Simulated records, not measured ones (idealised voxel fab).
This section sets out a process module, namely voxel ribs on slabs.
Cross-sectional view cut (width: 295 nm; square cell size: 5 nm).
Cross-section format: a grid of square cells, given as bands from top to bottom; each band is one or more rows of cells. In this notation a band is specified by the heights of its top and bottom, in that order and in nm, after which its materials appear from left to right, each paired with its width in nm. The word "all across" attached to a single material means that material fills the band from edge to edge; the word "air" stands for empty space. Below 0: as-received wafer, all one material; heights counted from there. Lowest band: no bottom, goes on down, written "z 0 and below". Graded width ("30..40"): value in top row of band = first number; value in bottom row = second number; row-to-row change constant. Key: "remained the same" - step with no changed cell in the cross-section. "Internal closed voids": empty spaces of 8 cells or more with no open way to the top, each given as width x height at distance, distance from the left edge, all in nm. Heads up: the bit after the settings on a step's line is the simulator's remark on that step. overlay nm: for a step with a mask, the amount by which the mask lay right of where it was planned; a negative amount means left of it.
## Set out below are the planned steps of the process
1. RECEIVE [material Si]
2. DIRECTIONAL_DEP [material SiO2] [thk nm 30]
3. DIRECTIONAL_DEP [material SiN] [thk nm 15]
4. DIRECTIONAL_DEP [material aC] [thk nm 10]
5. PATTERN [tone cover] [mask id RIB] [material resist] [width nm 20] [thk nm 25] [overlay nm 0]
6. DIRECTIONAL_ETCH [etch materials aC] [depth nm 10]
7. STRIP [etch materials resist]
8. DIRECTIONAL_ETCH [etch materials SiN] [depth nm 5]
9. STRIP [etch materials aC]
10. PATTERN [tone cover] [mask id SLAB] [material resist] [width nm 70] [thk nm 15] [overlay nm 0]
11. DIRECTIONAL_ETCH [etch materials SiN] [depth nm 10]
12. STRIP [etch materials resist]
13. FILL_DEP [material SiO2] [thk nm 20]
14. CMP [height nm 55]
15. DIRECTIONAL_DEP [material TiN] [thk nm 5]
16. PATTERN [tone cover] [mask id HEATER] [material resist] [width nm 30] [thk nm 15] [overlay nm 0]
17. DIRECTIONAL_ETCH [etch materials TiN] [depth nm 5]
18. STRIP [etch materials resist]
19. CONFORMAL_DEP [material SiN] [thk nm 10]
## Of two wafers, the first: run according to plan
## as received, after step 1
z 0 and below  Si all across
Internal closed voids: none
## So this is the wafer cross-section right after step 2
z 30 to 0  SiO2 all across
Below 0, the layers are the same as they were.
## So this is the wafer cross-section right after step 3
z 45 to 30  SiN all across
Below 30, the layers are the same as they were.
## So this is the wafer cross-section right after step 4
z 55 to 45  aC all across
Below 45, the layers are the same as they were.
## So this is the wafer cross-section right after step 5
z 80 to 55  air (135) / resist (20) / air (140)
Below 55, the layers are the same as they were.
## So this is the wafer cross-section right after step 6
z 70 to 55  air (135) / resist (20) / air (140)
z 55 to 45  air (135) / aC (20) / air (140)
Below 45, the layers are the same as they were.
## So this is the wafer cross-section right after step 7
z 55 to 45  air (135) / aC (20) / air (140)
Below 45, the layers are the same as they were.
## So this is the wafer cross-section right after step 8
z 55 to 45  air (135) / aC (20) / air (140)
z 45 to 40  air (135) / SiN (20) / air (140)
Below 40, the layers are the same as they were.
## So this is the wafer cross-section right after step 9
z 45 to 40  air (135) / SiN (20) / air (140)
Below 40, the layers are the same as they were.
## So this is the wafer cross-section right after step 10
z 60 to 45  air (110) / resist (70) / air (115)
z 45 to 40  air (110) / resist (25) / SiN (20) / resist (25) / air (115)
Below 40, the layers are the same as they were.
## So this is the wafer cross-section right after step 11
z 60 to 45  air (110) / resist (70) / air (115)
z 45 to 40  air (110) / resist (25) / SiN (20) / resist (25) / air (115)
z 40 to 30  air (110) / SiN (70) / air (115)
Below 30, the layers are the same as they were.
## So this is the wafer cross-section right after step 12
z 45 to 40  air (135) / SiN (20) / air (140)
Below 40, the layers are the same as they were.
## So this is the wafer cross-section right after step 13
z 65 to 45  SiO2 all across
z 45 to 40  SiO2 (135) / SiN (20) / SiO2 (140)
z 40 to 30  SiO2 (110) / SiN (70) / SiO2 (115)
Below 30, the layers are the same as they were.
## So this is the wafer cross-section right after step 14
z 55 to 45  SiO2 all across
Below 45, the layers are the same as they were.
## So this is the wafer cross-section right after step 15
z 60 to 55  TiN all across
Below 55, the layers are the same as they were.
## So this is the wafer cross-section right after step 16
z 75 to 60  air (130) / resist (30) / air (135)
Below 60, the layers are the same as they were.
## So this is the wafer cross-section right after step 17
z 75 to 60  air (130) / resist (30) / air (135)
z 60 to 55  air (130) / TiN (30) / air (135)
Below 55, the layers are the same as they were.
## So this is the wafer cross-section right after step 18
z 60 to 55  air (130) / TiN (30) / air (135)
Below 55, the layers are the same as they were.
## So this is the wafer cross-section right after step 19
z 70 to 65  air (120) / SiN (50) / air (125)
z 65 to 60  SiN all across
z 60 to 55  SiN (130) / TiN (30) / SiN (135)
Below 55, the layers are the same as they were.
## Okay, second wafer. Nothing different at the start, nothing different in the plan, just one mistake somewhere in the running. As far as step 1, counting that step, it's the first wafer all over again
## Second wafer, sectioned view, at step 2's planned end time
z 15 to 0  SiN all across
Below 0, the layers are the same as they were.
## Second wafer, sectioned view, at step 3's planned end time
z 45 to 15  SiO2 all across
Below 15, the layers are the same as they were.
## Second wafer, sectioned view, at step 4's planned end time
z 55 to 45  aC all across
Below 45, the layers are the same as they were.
## Second wafer, sectioned view, at step 5's planned end time
z 80 to 55  air (135) / resist (20) / air (140)
Below 55, the layers are the same as they were.
## Second wafer, sectioned view, at step 6's planned end time
z 70 to 55  air (135) / resist (20) / air (140)
z 55 to 45  air (135) / aC (20) / air (140)
Below 45, the layers are the same as they were.
## Second wafer, sectioned view, at step 7's planned end time
z 55 to 45  air (135) / aC (20) / air (140)
Below 45, the layers are the same as they were.
Second wafer, sectioned view, at step 8's planned end time: remained the same
## Second wafer, sectioned view, at step 9's planned end time
z 45 to 15  SiO2 all across
Below 15, the layers are the same as they were.
## Second wafer, sectioned view, at step 10's planned end time
z 60 to 45  air (110) / resist (70) / air (115)
Below 45, the layers are the same as they were.
Second wafer, sectioned view, at step 11's planned end time: remained the same
## Second wafer, sectioned view, at step 12's planned end time
z 45 to 15  SiO2 all across
Below 15, the layers are the same as they were.
## Second wafer, sectioned view, at step 13's planned end time
z 65 to 15  SiO2 all across
Below 15, the layers are the same as they were.
## Second wafer, sectioned view, at step 14's planned end time
z 55 to 15  SiO2 all across
Below 15, the layers are the same as they were.
## Second wafer, sectioned view, at step 15's planned end time
z 60 to 55  TiN all across
Below 55, the layers are the same as they were.
## Second wafer, sectioned view, at step 16's planned end time
z 75 to 60  air (130) / resist (30) / air (135)
Below 60, the layers are the same as they were.
## Second wafer, sectioned view, at step 17's planned end time
z 75 to 60  air (130) / resist (30) / air (135)
z 60 to 55  air (130) / TiN (30) / air (135)
Below 55, the layers are the same as they were.
## Second wafer, sectioned view, at step 18's planned end time
z 60 to 55  air (130) / TiN (30) / air (135)
Below 55, the layers are the same as they were.
## Second wafer, sectioned view, at step 19's planned end time
z 70 to 65  air (120) / SiN (50) / air (125)
z 65 to 60  SiN all across
z 60 to 55  SiN (130) / TiN (30) / SiN (135)
Below 55, the layers are the same as they were.
Plan not followed: steps 2 and 3 traded places in the executed sequence
Heads up, by the end the second wafer has more or fewer cells of some materials compared to the first: SiN: 145 more, SiO2: 145 fewer
